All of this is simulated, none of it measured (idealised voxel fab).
Process module name: voxel released beams
The width of the displayed cross-section, cut, is 220 nm; its cells are square, with a size of 5 nm.
In what follows, cross-sections appear as grids of square cells, described through bands that run from the top down, where every band is one or more rows of cells.
A band entry consists of two parts. The first gives the height of the band's top and the height of its bottom, in nm. The rest lists the band's materials from left to right, each with its width in nm. A single material labelled with the word "everywhere" fills the band from edge to edge, and the word "air" marks empty space.
We count height from 0. Below that, the starting wafer is all one material. The lowest band never ends at the bottom but goes on down; see "top 0, no bottom" for how that is written.
Think of "30->40" as a width that walks from the first number to the second as you go down the band, top row to bottom row, taking equal-sized steps from row to row.
The cross-section has no changed cell in any step marked "same as before".
So "Sealed-off cavities" is basically the list of trapped voids: any empty space of 8 cells or more that can't reach the top through an opening. They're written width x height at distance, the distance being from the left edge, and it's all nm.
On a step's line, text after the settings is the simulator commenting on that step.
The line of a step may include "overlay nm". On a step with a mask, this value is how far to the right of its planned place the mask lay. A negative value means the mask lay to the left.

The steps planned for the process are as follows:
step 1: RECEIVE | material Si
step 2: CONFORMAL_DEP | material SiN | thk nm 5
step 3: DIRECTIONAL_DEP | material SiO2 | thk nm 15
step 4: DIRECTIONAL_DEP | material aC | thk nm 15
step 5: PATTERN | tone open | mask id ANCHOR | material resist | width nm 30 | thk nm 30 | overlay nm 0
step 6: DIRECTIONAL_ETCH | etch materials aC | depth nm 15
step 7: STRIP | etch materials resist
step 8: DIRECTIONAL_ETCH | etch materials SiO2 | depth nm 15
step 9: STRIP | etch materials aC
step 10: CONFORMAL_DEP | material W | thk nm 10
step 11: DIRECTIONAL_DEP | material aC | thk nm 10
step 12: PATTERN | tone cover | mask id BEAM | material resist | width nm 105 | thk nm 25 | overlay nm 0
step 13: DIRECTIONAL_ETCH | etch materials aC | depth nm 10
step 14: STRIP | etch materials resist
step 15: DIRECTIONAL_ETCH | etch materials W | depth nm 10
step 16: STRIP | etch materials aC
step 17: STRIP | etch materials SiO2

As-received state of the wafer in cross-section, equivalent to post-step 1:
    top 0, no bottom  Si everywhere
    Sealed-off cavities: none

Wafer cross-section at module end: first of two, run to plan:
    top 30, bottom 20  air=55, then W=15, then air=10, then W=80, then air=60
    top 20, bottom 15  air=60, then W=10, then air=10, then W=10, then air=130
    top 15, bottom 5  air=60, then W=30, then air=130
    top 5, bottom 0  SiN everywhere
    top 0, no bottom  Si everywhere
    Sealed-off cavities: none

Second wafer cross-section at end of module - shared start and plan with the first, one mistake in the run:
    top 30, bottom 20  air=55, then W=10, then air=20, then W=75, then air=60
    top 20, bottom 15  air=55, then W=10, then air=20, then W=10, then air=125
    top 15, bottom 5  air=55, then W=40, then air=125
    top 5, bottom 0  SiN everywhere
    top 0, no bottom  Si everywhere
    Sealed-off cavities: none
The plan and the run diverged here: the process deviated at step 5: the operation and settings actually run there were PATTERN | tone open | mask id ANCHOR | material resist | width nm 40 | thk nm 30 | overlay nm 0
In the final comparison it is observed that the number of cells assigned to each material is identical for the two wafers, whereas their placement is not.
